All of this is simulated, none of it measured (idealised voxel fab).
Herein follows the process module entitled voxel quadruple lines.
Square cells of 5 nm make up the cross-section cut, whose width is 215 nm.
Reading order for cross-sections: top band down to bottom band. Underlying form: a grid of square cells. Band size: one or more rows of cells. Read a band's entry like this: the first values are the height of its top and the height of its bottom in nm, and what follows is the sequence of materials from left to right, each with its width in nm. Note that "blank" is empty space, and that a single material marked "throughout" reaches across the band from edge to edge. Ref level 0: as-received wafer is one material below here. Bottom band extends down with no lower bound ("0 nm and below"). Width: "30..40" (first number = top row, second number = bottom row, same change from row to row of cells). The designation "nothing was modified", where it is given for a processing step, indicates that no cell of the cross-section was altered in the course of that step. The entry titled "Entrapped void list" provides the empty spaces that have no open way to the top, restricted to those of 8 cells or more. Each is presented as width x height at distance, the distance being measured from the left edge, with all three in nm. Heads up: the bit after the settings on a step's line is the simulator's remark on that step. You can add "overlay nm" to a step's line. For a step with a mask, it describes how far the mask lay to the right of its planned position, and a negative number describes a lay to the left. Pairs, read this way: before one process step on the one hand, after it on the other, the after cross-section ending at the lowest band that changed; the step between, settings included, beneath. Same starting wafer throughout, but possibly different runs of this module, so no pair continues from the pair above unless its entry headed "Pre-step section" says so.

-- Pre-step section
- 105 nm to 70 nm  blank=60 / resist=30 / blank=30 / resist=30 / blank=65
- 70 nm to 45 nm  aC throughout
- 45 nm to 25 nm  polySi throughout
- 25 nm to 10 nm  Ru throughout
- 10 nm to 0 nm  SiO2 throughout
- 0 nm and below  Si throughout
- Entrapped void list: none

-- Post-Process Section
- 80 nm to 70 nm  blank=60 / resist=30 / blank=30 / resist=30 / blank=65
- 70 nm to 45 nm  blank=60 / aC=30 / blank=30 / aC=30 / blank=65
- Below 45, no change.
- Entrapped void list: none
Step taken after the before cross-section and before the after cross-section above: op DIRECTIONAL_ETCH | etch materials aC | depth nm 25

Pre-step section: The pre-step condition corresponds to the post-step cross-section depicted in the pair directly above.

-- Post-Process Section
- 70 nm to 45 nm  blank=60 / aC=30 / blank=30 / aC=30 / blank=65
- Below 45, no change.
- Entrapped void list: none
Step taken after the before cross-section and before the after cross-section above: op STRIP | etch materials resist

Pre-step section: The pre-step condition corresponds to the post-step cross-section depicted in the pair directly above.

-- Post-Process Section
- 80 nm to 70 nm  blank=50 / SiO2=50 / blank=10 / SiO2=50 / blank=55
- 70 nm to 55 nm  blank=50 / SiO2=10 / aC=30 / SiO2=10 / blank=10 / SiO2=10 / aC=30 / SiO2=10 / blank=55
- 55 nm to 45 nm  SiO2=60 / aC=30 / SiO2=30 / aC=30 / SiO2=65
- Below 45, no change.
- Entrapped void list: none
Step taken after the before cross-section and before the after cross-section above: op CONFORMAL_DEP | material SiO2 | thk nm 10

Pre-step section: The pre-step condition corresponds to the post-step cross-section depicted in the pair directly above.

-- Post-Process Section
- 70 nm to 45 nm  blank=50 / SiO2=10 / aC=30 / SiO2=10 / blank=10 / SiO2=10 / aC=30 / SiO2=10 / blank=55
- Below 45, no change.
- Entrapped void list: none
Step taken after the before cross-section and before the after cross-section above: op DIRECTIONAL_ETCH | etch materials SiO2 | depth nm 10

Pre-step section: The pre-step condition corresponds to the post-step cross-section depicted in the pair directly above.

-- Post-Process Section
- 70 nm to 45 nm  blank=50 / SiO2=10 / blank=30 / SiO2=10 / blank=10 / SiO2=10 / blank=30 / SiO2=10 / blank=55
- Below 45, no change.
- Entrapped void list: none
Step taken after the before cross-section and before the after cross-section above: op STRIP | etch materials aC

Pre-step section: The pre-step condition corresponds to the post-step cross-section depicted in the pair directly above.

-- Post-Process Section
- 70 nm to 45 nm  blank=50 / SiO2=10 / blank=30 / SiO2=10 / blank=10 / SiO2=10 / blank=30 / SiO2=10 / blank=55
- 45 nm to 25 nm  blank=50 / polySi=10 / blank=30 / polySi=10 / blank=10 / polySi=10 / blank=30 / polySi=10 / blank=55
- Below 25, no change.
- Entrapped void list: none
Step taken after the before cross-section and before the after cross-section above: op DIRECTIONAL_ETCH | etch materials polySi | depth nm 20

Pre-step section: The pre-step condition corresponds to the post-step cross-section depicted in the pair directly above.

-- Post-Process Section
- 45 nm to 25 nm  blank=50 / polySi=10 / blank=30 / polySi=10 / blank=10 / polySi=10 / blank=30 / polySi=10 / blank=55
- Below 25, no change.
- Entrapped void list: none
Step taken after the before cross-section and before the after cross-section above: op STRIP | etch materials SiO2

Pre-step section: The pre-step condition corresponds to the post-step cross-section depicted in the pair directly above.

-- Post-Process Section
- 50 nm to 45 nm  blank=45 / SiN=20 / blank=20 / SiN=40 / blank=20 / SiN=20 / blank=50
- 45 nm to 30 nm  blank=45 / SiN=5 / polySi=10 / SiN=5 / blank=20 / SiN=5 / polySi=10 / SiN=10 / polySi=10 / SiN=5 / blank=20 / SiN=5 / polySi=10 / SiN=5 / blank=50
- 30 nm to 25 nm  SiN=50 / polySi=10 / SiN=30 / polySi=10 / SiN=10 / polySi=10 / SiN=30 / polySi=10 / SiN=55
- Below 25, no change.
- Entrapped void list: none
Step taken after the before cross-section and before the after cross-section above: op CONFORMAL_DEP | material SiN | thk nm 5

Pre-step section: The pre-step condition corresponds to the post-step cross-section depicted in the pair directly above.

-- Post-Process Section
- 45 nm to 25 nm  blank=45 / SiN=5 / polySi=10 / SiN=5 / blank=20 / SiN=5 / polySi=10 / SiN=10 / polySi=10 / SiN=5 / blank=20 / SiN=5 / polySi=10 / SiN=5 / blank=50
- Below 25, no change.
- Entrapped void list: none
Step taken after the before cross-section and before the after cross-section above: op DIRECTIONAL_ETCH | etch materials SiN | depth nm 5

Pre-step section: The pre-step condition corresponds to the post-step cross-section depicted in the pair directly above.

-- Post-Process Section
- 45 nm to 25 nm  blank=45 / SiN=5 / blank=10 / SiN=5 / blank=20 / SiN=5 / blank=10 / SiN=10 / blank=10 / SiN=5 / blank=20 / SiN=5 / blank=10 / SiN=5 / blank=50
- Below 25, no change.
- Entrapped void list: none
Step taken after the before cross-section and before the after cross-section above: op STRIP | etch materials polySi

Pre-step section: The pre-step condition corresponds to the post-step cross-section depicted in the pair directly above.

-- Post-Process Section
- 45 nm to 25 nm  blank=45 / SiN=5 / blank=10 / SiN=5 / blank=20 / SiN=5 / blank=10 / SiN=10 / blank=10 / SiN=5 / blank=20 / SiN=5 / blank=10 / SiN=5 / blank=50
- 25 nm to 10 nm  blank=45 / Ru=5 / blank=10 / Ru=5 / blank=20 / Ru=5 / blank=10 / Ru=10 / blank=10 / Ru=5 / blank=20 / Ru=5 / blank=10 / Ru=5 / blank=50
- Below 10, no change.
- Entrapped void list: none
Step taken after the before cross-section and before the after cross-section above: op DIRECTIONAL_ETCH | etch materials Ru | depth nm 15

Pre-step section: The pre-step condition corresponds to the post-step cross-section depicted in the pair directly above.

-- Post-Process Section
- 25 nm to 10 nm  blank=45 / Ru=5 / blank=10 / Ru=5 / blank=20 / Ru=5 / blank=10 / Ru=10 / blank=10 / Ru=5 / blank=20 / Ru=5 / blank=10 / Ru=5 / blank=50
- Below 10, no change.
- Entrapped void list: none
Step taken after the before cross-section and before the after cross-section above: op STRIP | etch materials SiN

-- Pre-step section
- 70 nm to 45 nm  aC throughout
- 45 nm to 25 nm  polySi throughout
- 25 nm to 10 nm  Ru throughout
- 10 nm to 0 nm  SiO2 throughout
- 0 nm and below  Si throughout
- Entrapped void list: none

-- Post-Process Section
- 105 nm to 70 nm  blank=60 / resist=20 / blank=40 / resist=20 / blank=75
- Below 70, no change.
- Entrapped void list: none
Step taken after the before cross-section and before the after cross-section above: op PATTERN | tone cover | mask id MANDREL | material resist | width nm 20 | pitch nm 60 | thk nm 35 | overlay nm -5

Pre-step section: The pre-step condition corresponds to the post-step cross-section depicted in the pair directly above.

-- Post-Process Section
- 80 nm to 70 nm  blank=60 / resist=20 / blank=40 / resist=20 / blank=75
- 70 nm to 45 nm  blank=60 / aC=20 / blank=40 / aC=20 / blank=75
- Below 45, no change.
- Entrapped void list: none
Step taken after the before cross-section and before the after cross-section above: op DIRECTIONAL_ETCH | etch materials aC | depth nm 25

Pre-step section: The pre-step condition corresponds to the post-step cross-section depicted in the pair directly above.

-- Post-Process Section
- 70 nm to 45 nm  blank=60 / aC=20 / blank=40 / aC=20 / blank=75
- Below 45, no change.
- Entrapped void list: none
Step taken after the before cross-section and before the after cross-section above: op STRIP | etch materials resist

Pre-step section: The pre-step condition corresponds to the post-step cross-section depicted in the pair directly above.

-- Post-Process Section
- 80 nm to 70 nm  blank=50 / SiO2=40 / blank=20 / SiO2=40 / blank=65
- 70 nm to 55 nm  blank=50 / SiO2=10 / aC=20 / SiO2=10 / blank=20 / SiO2=10 / aC=20 / SiO2=10 / blank=65
- 55 nm to 45 nm  SiO2=60 / aC=20 / SiO2=40 / aC=20 / SiO2=75
- Below 45, no change.
- Entrapped void list: none
Step taken after the before cross-section and before the after cross-section above: op CONFORMAL_DEP | material SiO2 | thk nm 10

Pre-step section: The pre-step condition corresponds to the post-step cross-section depicted in the pair directly above.

-- Post-Process Section
- 70 nm to 45 nm  blank=50 / SiO2=10 / aC=20 / SiO2=10 / blank=20 / SiO2=10 / aC=20 / SiO2=10 / blank=65
- Below 45, no change.
- Entrapped void list: none
Step taken after the before cross-section and before the after cross-section above: op DIRECTIONAL_ETCH | etch materials SiO2 | depth nm 10

Pre-step section: The pre-step condition corresponds to the post-step cross-section depicted in the pair directly above.

-- Post-Process Section
- 70 nm to 45 nm  blank=50 / SiO2=10 / blank=20 / SiO2=10 / blank=20 / SiO2=10 / blank=20 / SiO2=10 / blank=65
- Below 45, no change.
- Entrapped void list: none
Step taken after the before cross-section and before the after cross-section above: op STRIP | etch materials aC

Pre-step section: The pre-step condition corresponds to the post-step cross-section depicted in the pair directly above.

-- Post-Process Section
- 70 nm to 45 nm  blank=50 / SiO2=10 / blank=20 / SiO2=10 / blank=20 / SiO2=10 / blank=20 / SiO2=10 / blank=65
- 45 nm to 25 nm  blank=50 / polySi=10 / blank=20 / polySi=10 / blank=20 / polySi=10 / blank=20 / polySi=10 / blank=65
- Below 25, no change.
- Entrapped void list: none
Step taken after the before cross-section and before the after cross-section above: op DIRECTIONAL_ETCH | etch materials polySi | depth nm 20

Pre-step section: The pre-step condition corresponds to the post-step cross-section depicted in the pair directly above.

-- Post-Process Section
- 45 nm to 25 nm  blank=50 / polySi=10 / blank=20 / polySi=10 / blank=20 / polySi=10 / blank=20 / polySi=10 / blank=65
- Below 25, no change.
- Entrapped void list: none
Step taken after the before cross-section and before the after cross-section above: op STRIP | etch materials SiO2

Pre-step section: The pre-step condition corresponds to the post-step cross-section depicted in the pair directly above.

-- Post-Process Section
- 50 nm to 45 nm  blank=45 / SiN=20 / blank=10 / SiN=20 / blank=10 / SiN=20 / blank=10 / SiN=20 / blank=60
- 45 nm to 30 nm  blank=45 / SiN=5 / polySi=10 / SiN=5 / blank=10 / SiN=5 / polySi=10 / SiN=5 / blank=10 / SiN=5 / polySi=10 / SiN=5 / blank=10 / SiN=5 / polySi=10 / SiN=5 / blank=60
- 30 nm to 25 nm  SiN=50 / polySi=10 / SiN=20 / polySi=10 / SiN=20 / polySi=10 / SiN=20 / polySi=10 / SiN=65
- Below 25, no change.
- Entrapped void list: none
Step taken after the before cross-section and before the after cross-section above: op CONFORMAL_DEP | material SiN | thk nm 5

Pre-step section: The pre-step condition corresponds to the post-step cross-section depicted in the pair directly above.

-- Post-Process Section
- 45 nm to 25 nm  blank=45 / SiN=5 / polySi=10 / SiN=5 / blank=10 / SiN=5 / polySi=10 / SiN=5 / blank=10 / SiN=5 / polySi=10 / SiN=5 / blank=10 / SiN=5 / polySi=10 / SiN=5 / blank=60
- Below 25, no change.
- Entrapped void list: none
Step taken after the before cross-section and before the after cross-section above: op DIRECTIONAL_ETCH | etch materials SiN | depth nm 5

Pre-step section: The pre-step condition corresponds to the post-step cross-section depicted in the pair directly above.

-- Post-Process Section
- 45 nm to 25 nm  blank=45 / SiN=5 / blank=10 / SiN=5 / blank=10 / SiN=5 / blank=10 / SiN=5 / blank=10 / SiN=5 / blank=10 / SiN=5 / blank=10 / SiN=5 / blank=10 / SiN=5 / blank=60
- Below 25, no change.
- Entrapped void list: none
Step taken after the before cross-section and before the after cross-section above: op STRIP | etch materials polySi

Pre-step section: The pre-step condition corresponds to the post-step cross-section depicted in the pair directly above.

-- Post-Process Section
- 45 nm to 25 nm  blank=45 / SiN=5 / blank=10 / SiN=5 / blank=10 / SiN=5 / blank=10 / SiN=5 / blank=10 / SiN=5 / blank=10 / SiN=5 / blank=10 / SiN=5 / blank=10 / SiN=5 / blank=60
- 25 nm to 10 nm  blank=45 / Ru=5 / blank=10 / Ru=5 / blank=10 / Ru=5 / blank=10 / Ru=5 / blank=10 / Ru=5 / blank=10 / Ru=5 / blank=10 / Ru=5 / blank=10 / Ru=5 / blank=60
- Below 10, no change.
- Entrapped void list: none
Step taken after the before cross-section and before the after cross-section above: op DIRECTIONAL_ETCH | etch materials Ru | depth nm 15

Pre-step section: The pre-step condition corresponds to the post-step cross-section depicted in the pair directly above.

-- Post-Process Section
- 25 nm to 10 nm  blank=45 / Ru=5 / blank=10 / Ru=5 / blank=10 / Ru=5 / blank=10 / Ru=5 / blank=10 / Ru=5 / blank=10 / Ru=5 / blank=10 / Ru=5 / blank=10 / Ru=5 / blank=60
- Below 10, no change.
- Entrapped void list: none
Step taken after the before cross-section and before the after cross-section above: op STRIP | etch materials SiN

-- Pre-step section
- 25 nm to 10 nm  Ru throughout
- 10 nm to 0 nm  SiO2 throughout
- 0 nm and below  Si throughout
- Entrapped void list: none

-- Post-Process Section
- 45 nm to 10 nm  Ru throughout
- Below 10, no change.
- Entrapped void list: none
Step taken after the before cross-section and before the after cross-section above: op DIRECTIONAL_DEP | material Ru | thk nm 20

Pre-step section: The pre-step condition corresponds to the post-step cross-section depicted in the pair directly above.

-- Post-Process Section
- 70 nm to 45 nm  aC throughout
- Below 45, no change.
- Entrapped void list: none
Step taken after the before cross-section and before the after cross-section above: op DIRECTIONAL_DEP | material aC | thk nm 25

Pre-step section: The pre-step condition corresponds to the post-step cross-section depicted in the pair directly above.

-- Post-Process Section
- 105 nm to 70 nm  blank=65 / resist=20 / blank=40 / resist=20 / blank=70
- Below 70, no change.
- Entrapped void list: none
Step taken after the before cross-section and before the after cross-section above: op PATTERN | tone cover | mask id MANDREL | material resist | width nm 20 | pitch nm 60 | thk nm 35 | overlay nm 0

Pre-step section: The pre-step condition corresponds to the post-step cross-section depicted in the pair directly above.

-- Post-Process Section
- 80 nm to 70 nm  blank=65 / resist=20 / blank=40 / resist=20 / blank=70
- 70 nm to 45 nm  blank=65 / aC=20 / blank=40 / aC=20 / blank=70
- Below 45, no change.
- Entrapped void list: none
Step taken after the before cross-section and before the after cross-section above: op DIRECTIONAL_ETCH | etch materials aC | depth nm 25

Pre-step section: The pre-step condition corresponds to the post-step cross-section depicted in the pair directly above.

-- Post-Process Section
- 70 nm to 45 nm  blank=65 / aC=20 / blank=40 / aC=20 / blank=70
- Below 45, no change.
- Entrapped void list: none
Step taken after the before cross-section and before the after cross-section above: op STRIP | etch materials resist

Pre-step section: The pre-step condition corresponds to the post-step cross-section depicted in the pair directly above.

-- Post-Process Section
- 80 nm to 70 nm  blank=55 / SiO2=40 / blank=20 / SiO2=40 / blank=60
- 70 nm to 55 nm  blank=55 / SiO2=10 / aC=20 / SiO2=10 / blank=20 / SiO2=10 / aC=20 / SiO2=10 / blank=60
- 55 nm to 45 nm  SiO2=65 / aC=20 / SiO2=40 / aC=20 / SiO2=70
- Below 45, no change.
- Entrapped void list: none
Step taken after the before cross-section and before the after cross-section above: op CONFORMAL_DEP | material SiO2 | thk nm 10

Pre-step section: The pre-step condition corresponds to the post-step cross-section depicted in the pair directly above.

-- Post-Process Section
- 70 nm to 45 nm  blank=55 / SiO2=10 / aC=20 / SiO2=10 / blank=20 / SiO2=10 / aC=20 / SiO2=10 / blank=60
- Below 45, no change.
- Entrapped void list: none
Step taken after the before cross-section and before the after cross-section above: op DIRECTIONAL_ETCH | etch materials SiO2 | depth nm 10

Pre-step section: The pre-step condition corresponds to the post-step cross-section depicted in the pair directly above.

-- Post-Process Section
- 70 nm to 45 nm  blank=55 / SiO2=10 / blank=20 / SiO2=10 / blank=20 / SiO2=10 / blank=20 / SiO2=10 / blank=60
- Below 45, no change.
- Entrapped void list: none
Step taken after the before cross-section and before the after cross-section above: op STRIP | etch materials aC

Pre-step section: The pre-step condition corresponds to the post-step cross-section depicted in the pair directly above.

-- Post-Process Section
- 45 nm to 10 nm  Ru throughout
- Below 10, no change.
- Entrapped void list: none
Step taken after the before cross-section and before the after cross-section above: op STRIP | etch materials SiO2

Pre-step section: The pre-step condition corresponds to the post-step cross-section depicted in the pair directly above.

-- Post-Process Section
- 50 nm to 45 nm  SiN throughout
- Below 45, no change.
- Entrapped void list: none
Step taken after the before cross-section and before the after cross-section above: op CONFORMAL_DEP | material SiN | thk nm 5

Pre-step section: The pre-step condition corresponds to the post-step cross-section depicted in the pair directly above.

-- Post-Process Section
- 45 nm to 10 nm  Ru throughout
- Below 10, no change.
- Entrapped void list: none
Step taken after the before cross-section and before the after cross-section above: op DIRECTIONAL_ETCH | etch materials SiN | depth nm 5

Pre-step section: The pre-step condition corresponds to the post-step cross-section depicted in the pair directly above.

-- Post-Process Section
- 30 nm to 10 nm  Ru throughout
- Below 10, no change.
- Entrapped void list: none
Step taken after the before cross-section and before the after cross-section above: op DIRECTIONAL_ETCH | etch materials Ru | depth nm 15

-- Pre-step section
- 70 nm to 45 nm  aC throughout
- 45 nm to 25 nm  polySi throughout
- 25 nm to 10 nm  Ru throughout
- 10 nm to 0 nm  SiO2 throughout
- 0 nm and below  Si throughout
- Entrapped void list: none

-- Post-Process Section
- 105 nm to 70 nm  resist=65 / blank=20 / resist=40 / blank=20 / resist=70
- Below 70, no change.
- Entrapped void list: none
Step taken after the before cross-section and before the after cross-section above: op PATTERN | tone open | mask id MANDREL | material resist | width nm 20 | pitch nm 60 | thk nm 35 | overlay nm 0

Pre-step section: The pre-step condition corresponds to the post-step cross-section depicted in the pair directly above.

-- Post-Process Section
- 80 nm to 70 nm  resist=65 / blank=20 / resist=40 / blank=20 / resist=70
- 70 nm to 45 nm  aC=65 / blank=20 / aC=40 / blank=20 / aC=70
- Below 45, no change.
- Entrapped void list: none
Step taken after the before cross-section and before the after cross-section above: op DIRECTIONAL_ETCH | etch materials aC | depth nm 25

Pre-step section: The pre-step condition corresponds to the post-step cross-section depicted in the pair directly above.

-- Post-Process Section
- 70 nm to 45 nm  aC=65 / blank=20 / aC=40 / blank=20 / aC=70
- Below 45, no change.
- Entrapped void list: none
Step taken after the before cross-section and before the after cross-section above: op STRIP | etch materials resist

Pre-step section: The pre-step condition corresponds to the post-step cross-section depicted in the pair directly above.

-- Post-Process Section
- 80 nm to 70 nm  SiO2 throughout
- 70 nm to 45 nm  aC=65 / SiO2=20 / aC=40 / SiO2=20 / aC=70
- Below 45, no change.
- Entrapped void list: none
Step taken after the before cross-section and before the after cross-section above: op CONFORMAL_DEP | material SiO2 | thk nm 10

Pre-step section: The pre-step condition corresponds to the post-step cross-section depicted in the pair directly above.

-- Post-Process Section
- 70 nm to 45 nm  aC=65 / SiO2=20 / aC=40 / SiO2=20 / aC=70
- Below 45, no change.
- Entrapped void list: none
Step taken after the before cross-section and before the after cross-section above: op DIRECTIONAL_ETCH | etch materials SiO2 | depth nm 10

Pre-step section: The pre-step condition corresponds to the post-step cross-section depicted in the pair directly above.

-- Post-Process Section
- 70 nm to 45 nm  blank=65 / SiO2=20 / blank=40 / SiO2=20 / blank=70
- Below 45, no change.
- Entrapped void list: none
Step taken after the before cross-section and before the after cross-section above: op STRIP | etch materials aC

Pre-step section: The pre-step condition corresponds to the post-step cross-section depicted in the pair directly above.

-- Post-Process Section
- 70 nm to 45 nm  blank=65 / SiO2=20 / blank=40 / SiO2=20 / blank=70
- 45 nm to 25 nm  blank=65 / polySi=20 / blank=40 / polySi=20 / blank=70
- Below 25, no change.
- Entrapped void list: none
Step taken after the before cross-section and before the after cross-section above: op DIRECTIONAL_ETCH | etch materials polySi | depth nm 20

Pre-step section: The pre-step condition corresponds to the post-step cross-section depicted in the pair directly above.

-- Post-Process Section
- 45 nm to 25 nm  blank=65 / polySi=20 / blank=40 / polySi=20 / blank=70
- Below 25, no change.
- Entrapped void list: none
Step taken after the before cross-section and before the after cross-section above: op STRIP | etch materials SiO2

Pre-step section: The pre-step condition corresponds to the post-step cross-section depicted in the pair directly above.

-- Post-Process Section
- 50 nm to 45 nm  blank=60 / SiN=30 / blank=30 / SiN=30 / blank=65
- 45 nm to 30 nm  blank=60 / SiN=5 / polySi=20 / SiN=5 / blank=30 / SiN=5 / polySi=20 / SiN=5 / blank=65
- 30 nm to 25 nm  SiN=65 / polySi=20 / SiN=40 / polySi=20 / SiN=70
- Below 25, no change.
- Entrapped void list: none
Step taken after the before cross-section and before the after cross-section above: op CONFORMAL_DEP | material SiN | thk nm 5

Pre-step section: The pre-step condition corresponds to the post-step cross-section depicted in the pair directly above.

-- Post-Process Section
- 45 nm to 25 nm  blank=60 / SiN=5 / polySi=20 / SiN=5 / blank=30 / SiN=5 / polySi=20 / SiN=5 / blank=65
- Below 25, no change.
- Entrapped void list: none
Step taken after the before cross-section and before the after cross-section above: op DIRECTIONAL_ETCH | etch materials SiN | depth nm 5

Pre-step section: The pre-step condition corresponds to the post-step cross-section depicted in the pair directly above.

-- Post-Process Section
- 45 nm to 25 nm  blank=60 / SiN=5 / blank=20 / SiN=5 / blank=30 / SiN=5 / blank=20 / SiN=5 / blank=65
- Below 25, no change.
- Entrapped void list: none
Step taken after the before cross-section and before the after cross-section above: op STRIP | etch materials polySi

Pre-step section: The pre-step condition corresponds to the post-step cross-section depicted in the pair directly above.

-- Post-Process Section
- 45 nm to 25 nm  blank=60 / SiN=5 / blank=20 / SiN=5 / blank=30 / SiN=5 / blank=20 / SiN=5 / blank=65
- 25 nm to 10 nm  blank=60 / Ru=5 / blank=20 / Ru=5 / blank=30 / Ru=5 / blank=20 / Ru=5 / blank=65
- Below 10, no change.
- Entrapped void list: none
Step taken after the before cross-section and before the after cross-section above: op DIRECTIONAL_ETCH | etch materials Ru | depth nm 15

Pre-step section: The pre-step condition corresponds to the post-step cross-section depicted in the pair directly above.

-- Post-Process Section
- 25 nm to 10 nm  blank=60 / Ru=5 / blank=20 / Ru=5 / blank=30 / Ru=5 / blank=20 / Ru=5 / blank=65
- Below 10, no change.
- Entrapped void list: none
Step taken after the before cross-section and before the after cross-section above: op STRIP | etch materials SiN
